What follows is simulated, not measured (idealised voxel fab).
Process module heading - voxel transistor to metal
Square cell edge 5 nm, section width 195 nm, ID cut.
Square cells in a grid make up a cross-section in this document, and the grid is given as bands, listed from the top down, each one or more rows of cells. In this notation a band is specified by the heights of its top and bottom, in that order and in nm, after which its materials appear from left to right, each paired with its width in nm. The word "edge to edge" attached to a single material means that material fills the band from edge to edge; the word "air" stands for empty space. Height is counted from the level 0, under which the received wafer is composed throughout of one material. The lowest of the bands is not closed at the bottom but continues downward, in the notation "0 and below". Think of "30->40" as a width that walks from the first number to the second as you go down the band, top row to bottom row, taking equal-sized steps from row to row. When a step is marked "changes: none", none of the cells in the cross-section changed during that step. Any empty space of 8 cells or more lacking an open way to the top shows up in "Sealed void inventory" as width x height at distance, distance from the left edge, in nm. On a step's line, text after the settings is the simulator commenting on that step. overlay nm: right-of-plan distance of the mask on a masked step; negative values mean left-of-plan.
List of planned process steps
| 1 | RECEIVE,material Si |
| 2 | CONFORMAL_DEP,material SiO2,thk nm 5 |
| 3 | CONFORMAL_DEP,material SiN,thk nm 10 |
| 4 | DIRECTIONAL_DEP,material aC,thk nm 15 |
| 5 | PATTERN,tone cover,mask id ACTIVE,material resist,width nm 105,thk nm 35,overlay nm 0 |
| 6 | DIRECTIONAL_ETCH,etch materials aC,depth nm 15 |
| 7 | STRIP,etch materials resist |
| 8 | DIRECTIONAL_ETCH,etch materials SiN,depth nm 10 |
| 9 | DIRECTIONAL_ETCH,etch materials SiO2,depth nm 5 |
| 10 | DIRECTIONAL_ETCH,etch materials Si,depth nm 25 |
| 11 | STRIP,etch materials aC |
| 12 | OXIDIZE,depth nm 5 |
| 13 | FILL_DEP,material SiO2,thk nm 10 |
| 14 | CMP,height nm 15 |
| 15 | SELECTIVE_ETCH,etch materials SiO2,depth nm 5 |
| 16 | STRIP,etch materials SiN |
| 17 | SELECTIVE_ETCH,etch materials SiO2,depth nm 5 |
| 18 | OXIDIZE,depth nm 5 |
| 19 | DIRECTIONAL_DEP,material polySi,thk nm 20 |
| 20 | DIRECTIONAL_DEP,material SiCN,thk nm 15 |
| 21 | DIRECTIONAL_DEP,material aC,thk nm 10 |
| 22 | PATTERN,tone cover,mask id GATE,material resist,width nm 25,thk nm 30,overlay nm 0 |
| 23 | DIRECTIONAL_ETCH,etch materials aC,depth nm 10 |
| 24 | STRIP,etch materials resist |
| 25 | DIRECTIONAL_ETCH,etch materials SiCN,depth nm 25 |
| 26 | DIRECTIONAL_ETCH,etch materials polySi,depth nm 30 |
| 27 | STRIP,etch materials aC |
| 28 | CONFORMAL_DEP,material SiN,thk nm 5 |
| 29 | DIRECTIONAL_ETCH,etch materials SiN,depth nm 5 |
| 30 | DIRECTIONAL_ETCH,etch materials SiO2,depth nm 5 |
| 31 | DIRECTIONAL_ETCH,etch materials Si,depth nm 10 |
| 32 | EPI,material SiGe,thk nm 15 |
| 33 | FILL_DEP,material SiO2,thk nm 10 |
| 34 | CMP,height nm 20 |
| 35 | STRIP,etch materials polySi |
| 36 | SELECTIVE_ETCH,etch materials SiO2,depth nm 5 |
| 37 | CONFORMAL_DEP,material HfO2,thk nm 5 |
| 38 | CONFORMAL_DEP,material TiN,thk nm 5 |
| 39 | FILL_DEP,material W,thk nm 10 |
| 40 | CMP,height nm 15 |
| 41 | DIRECTIONAL_DEP,material SiO2,thk nm 10 |
| 42 | MASKED_ETCH,tone open,mask id CONTACT,width nm 15,pitch nm 80,etch materials SiO2,depth nm 25,overlay nm 0 |
| 43 | CONFORMAL_DEP,material TiN,thk nm 5 |
| 44 | FILL_DEP,material W,thk nm 5 |
| 45 | CMP,height nm 25 |
| 46 | DIRECTIONAL_DEP,material TiN,thk nm 5 |
| 47 | DIRECTIONAL_DEP,material W,thk nm 15 |
| 48 | DIRECTIONAL_DEP,material aC,thk nm 15 |
| 49 | PATTERN,tone cover,mask id METAL_1,material resist,width nm 15,pitch nm 80,thk nm 35,overlay nm 0 |
| 50 | DIRECTIONAL_ETCH,etch materials aC,depth nm 15 |
| 51 | STRIP,etch materials resist |
| 52 | DIRECTIONAL_ETCH,etch materials W,depth nm 15 |
| 53 | DIRECTIONAL_ETCH,etch materials TiN,depth nm 5 |
| 54 | STRIP,etch materials aC |
| 55 | FILL_DEP,material SiO2,thk nm 10 |
| 56 | CMP,height nm 45 |
| 57 | CONFORMAL_DEP,material SiCN,thk nm 5 |
| 58 | DIRECTIONAL_DEP,material SiO2,thk nm 30 |
| 59 | DIRECTIONAL_DEP,material aC,thk nm 15 |
| 60 | PATTERN,tone open,mask id METAL_2,material resist,width nm 15,pitch nm 80,thk nm 35,overlay nm 0 |
| 61 | DIRECTIONAL_ETCH,etch materials aC,depth nm 15 |
| 62 | STRIP,etch materials resist |
| 63 | DIRECTIONAL_ETCH,etch materials SiO2,depth nm 20 |
| 64 | STRIP,etch materials aC |
| 65 | PATTERN,tone open,mask id METAL_2_HOLES,material resist,width nm 15,pitch nm 80,thk nm 15,overlay nm 0 |
| 66 | DIRECTIONAL_ETCH,etch materials SiO2,depth nm 10 |
| 67 | DIRECTIONAL_ETCH,etch materials SiCN,depth nm 5 |
| 68 | STRIP,etch materials resist |
| 69 | CONFORMAL_DEP,material TiN,thk nm 5 |
| 70 | FILL_DEP,material Ru,thk nm 10 |
| 71 | CMP,height nm 80 |
| 72 | CONFORMAL_DEP,material SiCN,thk nm 5 |
As received, after step 1
> 0 and below = Si edge to edge
> Sealed void inventory: none
Cross-section, first of two wafers, end of module, run as planned
> 85 down to 80 = SiCN edge to edge
> 80 down to 50 = 50 nm SiO2, 5 nm TiN, 5 nm Ru, 5 nm TiN, 65 nm SiO2, 5 nm TiN, 5 nm Ru, 5 nm TiN, 50 nm SiO2
> 50 down to 45 = 50 nm SiCN, 15 nm TiN, 65 nm SiCN, 15 nm TiN, 50 nm SiCN
> 45 down to 30 = 50 nm SiO2, 15 nm W, 65 nm SiO2, 15 nm W, 50 nm SiO2
> 30 down to 25 = 50 nm SiO2, 15 nm TiN, 65 nm SiO2, 15 nm TiN, 50 nm SiO2
> 25 down to 15 = 50 nm SiO2, 5 nm TiN, 5 nm W, 5 nm TiN, 65 nm SiO2, 5 nm TiN, 5 nm W, 5 nm TiN, 50 nm SiO2
> 15 down to 10 = 50 nm SiO2, 5 nm TiN, 5 nm W, 5 nm TiN, 15 nm SiO2, 5 nm SiN, 5 nm HfO2, 5 nm TiN, 5 nm W, 5 nm TiN, 5 nm HfO2, 5 nm SiN, 15 nm SiO2, 5 nm TiN, 5 nm W, 5 nm TiN, 50 nm SiO2
> 10 down to 5 = 50 nm SiO2, 5 nm TiN, 5 nm W, 5 nm TiN, 15 nm SiGe, 5 nm SiN, 5 nm HfO2, 5 nm TiN, 5 nm W, 5 nm TiN, 5 nm HfO2, 5 nm SiN, 15 nm SiGe, 5 nm TiN, 5 nm W, 5 nm TiN, 50 nm SiO2
> 5 down to 0 = 40 nm SiO2, 5 nm SiN, 5 nm SiO2, 15 nm TiN, 15 nm SiGe, 5 nm SiN, 5 nm HfO2, 15 nm TiN, 5 nm HfO2, 5 nm SiN, 15 nm SiGe, 15 nm TiN, 5 nm SiO2, 5 nm SiN, 40 nm SiO2
> 0 down to -5 = 45 nm SiO2, 35 nm SiGe, 35 nm HfO2, 35 nm SiGe, 45 nm SiO2
> -5 down to -15 = 50 nm SiO2, 30 nm SiGe, 35 nm Si, 30 nm SiGe, 50 nm SiO2
> -15 down to -30 = 50 nm SiO2, 95 nm Si, 50 nm SiO2
> -30 and below = Si edge to edge
> Sealed void inventory: none
Second wafer at the end: like start, like plan, one mistake
> 85 down to 80 = SiCN edge to edge
> 80 down to 50 = 50 nm SiO2, 5 nm TiN, 5 nm Ru, 5 nm TiN, 65 nm SiO2, 5 nm TiN, 5 nm Ru, 5 nm TiN, 50 nm SiO2
> 50 down to 45 = 50 nm SiCN, 15 nm TiN, 65 nm SiCN, 15 nm TiN, 50 nm SiCN
> 45 down to 30 = 50 nm SiO2, 15 nm W, 65 nm SiO2, 15 nm W, 50 nm SiO2
> 30 down to 25 = 50 nm SiO2, 15 nm TiN, 65 nm SiO2, 15 nm TiN, 50 nm SiO2
> 25 down to 15 = 45 nm SiO2, 5 nm TiN, 15 nm W, 5 nm TiN, 55 nm SiO2, 5 nm TiN, 15 nm W, 5 nm TiN, 45 nm SiO2
> 15 down to 10 = 45 nm SiO2, 5 nm TiN, 10 nm W, 10 nm TiN, 10 nm SiO2, 5 nm SiN, 5 nm HfO2, 5 nm TiN, 5 nm W, 5 nm TiN, 5 nm HfO2, 5 nm SiN, 10 nm SiO2, 10 nm TiN, 10 nm W, 5 nm TiN, 45 nm SiO2
> 10 down to 5 = 45 nm SiO2, 5 nm TiN, 10 nm W, 5 nm TiN, 15 nm SiGe, 5 nm SiN, 5 nm HfO2, 5 nm TiN, 5 nm W, 5 nm TiN, 5 nm HfO2, 5 nm SiN, 15 nm SiGe, 5 nm TiN, 10 nm W, 5 nm TiN, 45 nm SiO2
> 5 down to 0 = 40 nm SiO2, 5 nm SiN, 20 nm TiN, 15 nm SiGe, 5 nm SiN, 5 nm HfO2, 15 nm TiN, 5 nm HfO2, 5 nm SiN, 15 nm SiGe, 20 nm TiN, 5 nm SiN, 40 nm SiO2
> 0 down to -5 = 45 nm SiO2, 35 nm SiGe, 35 nm HfO2, 35 nm SiGe, 45 nm SiO2
> -5 down to -15 = 50 nm SiO2, 30 nm SiGe, 35 nm Si, 30 nm SiGe, 50 nm SiO2
> -15 down to -30 = 50 nm SiO2, 95 nm Si, 50 nm SiO2
> -30 and below = Si edge to edge
> Sealed void inventory: none
Heads up, the wafer didn't run the way we planned it: for step 42, the planned setting was not used; the step was instead run as MASKED_ETCH,tone open,mask id CONTACT,width nm 25,pitch nm 80,etch materials SiO2,depth nm 25,overlay nm 0
The final cell counts differ between the wafers, with the second having more or fewer of some materials than the first: SiO2: 16 fewer; TiN: 4 more; W: 12 more
